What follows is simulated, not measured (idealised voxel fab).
A process module follows: voxel transistor to metal.
FYI the section here is cut, 250 nm wide, cells are 5 nm squares.
A cross-section is written here as square cells arranged in a grid, and it is given in bands from the top down, each band taking up one or more rows of cells. Top, bottom (nm), then materials left to right with widths (nm); lone material tagged "everywhere" fills the whole band edge to edge; "empty" = empty space. The reference from which all heights are counted is 0, the level beneath which the as-received wafer is entirely one material; the lowest band, having no lower bound, proceeds downward and is written after the example "0 -> down". Top row gets the first number, bottom row gets the second, and each row in between changes by the same step: that is how a band width like "30..40" works. Step note "nothing was modified" = no cross-section cell changed. Reported under the label "Sealed void inventory" are the empty spaces having no open way to the top and comprising 8 cells or more; the notation for each is width x height at distance, in which the distance is measured from the left edge and all three values are in nm. If you see something after the settings on a step's line, that's the simulator's own remark about that step. overlay nm: mask right of planned place by this much (step with mask). Neg. = left.
**This section lists the process steps that were planned**
1) op RECEIVE | material Si
2) op OXIDIZE | depth nm 5
3) op CONFORMAL_DEP | material SiN | thk nm 15
4) op PATTERN | tone cover | mask id ACTIVE | material resist | width nm 100 | pitch nm 120 | thk nm 15 | overlay nm 0
5) op DIRECTIONAL_ETCH | etch materials SiN | depth nm 15
6) op DIRECTIONAL_ETCH | etch materials SiO2 | depth nm 5
7) op DIRECTIONAL_ETCH | etch materials Si | depth nm 35
8) op STRIP | etch materials resist
9) op OXIDIZE | depth nm 5
10) op FILL_DEP | material SiO2 | thk nm 5
11) op CMP | height nm 15
12) op SELECTIVE_ETCH | etch materials SiO2 | depth nm 15
13) op STRIP | etch materials SiN
14) op SELECTIVE_ETCH | etch materials SiO2 | depth nm 5
15) op OXIDIZE | depth nm 5
16) op DIRECTIONAL_DEP | material polySi | thk nm 30
17) op DIRECTIONAL_DEP | material SiCN | thk nm 10
18) op MASKED_ETCH | tone cover | mask id GATE | width nm 20 | pitch nm 120 | etch materials SiCN | depth nm 20 | overlay nm 0
19) op MASKED_ETCH | tone cover | mask id GATE | width nm 20 | pitch nm 120 | etch materials polySi | depth nm 40 | overlay nm 0
20) op CONFORMAL_DEP | material SiO2 | thk nm 5
21) op DIRECTIONAL_ETCH | etch materials SiO2 | depth nm 5
22) op CONFORMAL_DEP | material SiN | thk nm 5
23) op DIRECTIONAL_ETCH | etch materials SiN | depth nm 5
24) op DIRECTIONAL_ETCH | etch materials SiO2 | depth nm 5
25) op DIRECTIONAL_ETCH | etch materials Si | depth nm 15
26) op EPI | material pSi | thk nm 15
27) op FILL_DEP | material SiO2 | thk nm 10
28) op CMP | height nm 35
29) op DIRECTIONAL_DEP | material SiO2 | thk nm 15
30) op MASKED_ETCH | tone open | mask id CONTACT | width nm 20 | etch materials SiO2 | depth nm 60 | overlay nm 0
31) op CONFORMAL_DEP | material TiN | thk nm 5
32) op FILL_DEP | material Ru | thk nm 10
33) op CMP | height nm 50
34) op CONFORMAL_DEP | material SiN | thk nm 5
35) op DIRECTIONAL_DEP | material lowk | thk nm 25
36) op DIRECTIONAL_DEP | material aC | thk nm 10
37) op PATTERN | tone open | mask id METAL_1 | material resist | width nm 20 | thk nm 25 | overlay nm 0
38) op DIRECTIONAL_ETCH | etch materials aC | depth nm 10
39) op STRIP | etch materials resist
40) op DIRECTIONAL_ETCH | etch materials lowk | depth nm 25
41) op DIRECTIONAL_ETCH | etch materials SiN | depth nm 5
42) op STRIP | etch materials aC
43) op CONFORMAL_DEP | material TiN | thk nm 5
44) op FILL_DEP | material Cu | thk nm 5
45) op CMP | height nm 80
46) op CONFORMAL_DEP | material SiCN | thk nm 5
47) op DIRECTIONAL_DEP | material lowk | thk nm 25
48) op PATTERN | tone open | mask id METAL_2 | material resist | width nm 20 | pitch nm 120 | thk nm 20 | overlay nm 0
49) op DIRECTIONAL_ETCH | etch materials lowk | depth nm 15
50) op STRIP | etch materials resist
51) op PATTERN | tone open | mask id METAL_2_HOLES | material resist | width nm 15 | pitch nm 120 | thk nm 20 | overlay nm 0
52) op DIRECTIONAL_ETCH | etch materials lowk | depth nm 10
53) op DIRECTIONAL_ETCH | etch materials SiCN | depth nm 5
54) op STRIP | etch materials resist
55) op CONFORMAL_DEP | material TiN | thk nm 5
56) op FILL_DEP | material Cu | thk nm 10
57) op CMP | height nm 110
58) op CONFORMAL_DEP | material SiN | thk nm 5
**Wafer at receipt (post step 1), cross-section**
- 0 -> down | Si everywhere
- Sealed void inventory: none
**What the wafer looks like in cross-section after this module, when it starts as shown above and follows the plan above but one mistake is made in running it**
- 115 -> 110 | SiN everywhere
- 110 -> 100 | lowk: 20, TiN: 5, Cu: 10, TiN: 5, lowk: 100, TiN: 5, Cu: 10, TiN: 5, lowk: 90
- 100 -> 95 | lowk: 20, TiN: 5, Cu: 5, TiN: 10, lowk: 100, TiN: 5, Cu: 5, TiN: 10, lowk: 90
- 95 -> 85 | lowk: 20, TiN: 5, Cu: 5, TiN: 5, lowk: 105, TiN: 5, Cu: 5, TiN: 5, lowk: 95
- 85 -> 80 | SiCN: 20, TiN: 15, SiCN: 105, TiN: 15, SiCN: 95
- 80 -> 55 | lowk: 15, TiN: 5, Cu: 20, TiN: 5, lowk: 40, TiN: 5, Cu: 20, TiN: 5, lowk: 20, TiN: 5, Cu: 20, TiN: 5, lowk: 40, TiN: 5, Cu: 20, TiN: 5, lowk: 15
- 55 -> 50 | SiN: 15, TiN: 30, SiN: 40, TiN: 30, SiN: 20, TiN: 30, SiN: 40, TiN: 30, SiN: 15
- 50 -> 35 | SiO2: 20, TiN: 5, Ru: 10, TiN: 5, SiO2: 50, TiN: 5, Ru: 10, TiN: 5, SiO2: 30, TiN: 5, Ru: 10, TiN: 5, SiO2: 50, TiN: 5, Ru: 10, TiN: 5, SiO2: 20
- 35 -> 25 | SiO2: 20, TiN: 5, Ru: 10, TiN: 5, SiO2: 5, SiN: 5, SiO2: 5, SiCN: 20, SiO2: 5, SiN: 5, SiO2: 5, TiN: 5, Ru: 10, TiN: 5, SiO2: 30, TiN: 5, Ru: 10, TiN: 5, SiO2: 5, SiN: 5, SiO2: 5, SiCN: 20, SiO2: 5, SiN: 5, SiO2: 5, TiN: 5, Ru: 10, TiN: 5, SiO2: 20
- 25 -> 10 | SiO2: 20, TiN: 5, Ru: 10, TiN: 5, SiO2: 5, SiN: 5, SiO2: 5, polySi: 20, SiO2: 5, SiN: 5, SiO2: 5, TiN: 5, Ru: 10, TiN: 5, SiO2: 30, TiN: 5, Ru: 10, TiN: 5, SiO2: 5, SiN: 5, SiO2: 5, polySi: 20, SiO2: 5, SiN: 5, SiO2: 5, TiN: 5, Ru: 10, TiN: 5, SiO2: 20
- 10 -> 5 | SiO2: 20, TiN: 20, SiO2: 5, SiN: 5, SiO2: 5, polySi: 20, SiO2: 5, SiN: 5, SiO2: 5, TiN: 20, SiO2: 30, TiN: 20, SiO2: 5, SiN: 5, SiO2: 5, polySi: 20, SiO2: 5, SiN: 5, SiO2: 5, TiN: 20, SiO2: 20
- 5 -> -5 | SiO2: 20, TiN: 10, pSi: 15, SiN: 5, SiO2: 5, polySi: 20, SiO2: 5, SiN: 5, pSi: 15, TiN: 10, SiO2: 30, TiN: 10, pSi: 15, SiN: 5, SiO2: 5, polySi: 20, SiO2: 5, SiN: 5, pSi: 15, TiN: 10, SiO2: 20
- -5 -> -10 | SiO2: 20, TiN: 10, pSi: 15, SiO2: 40, pSi: 15, TiN: 10, SiO2: 30, TiN: 10, pSi: 15, SiO2: 40, pSi: 15, TiN: 10, SiO2: 20
- -10 -> -25 | SiO2: 20, pSi: 25, Si: 40, pSi: 25, SiO2: 30, pSi: 25, Si: 40, pSi: 25, SiO2: 20
- -25 -> -45 | SiO2: 20, Si: 90, SiO2: 30, Si: 90, SiO2: 20
- -45 -> down | Si everywhere
- Sealed void inventory: none
Finding, execution versus plan: not per plan at step 37, really ran op PATTERN | tone open | mask id METAL_1 | material resist | width nm 30 | thk nm 25 | overlay nm 0
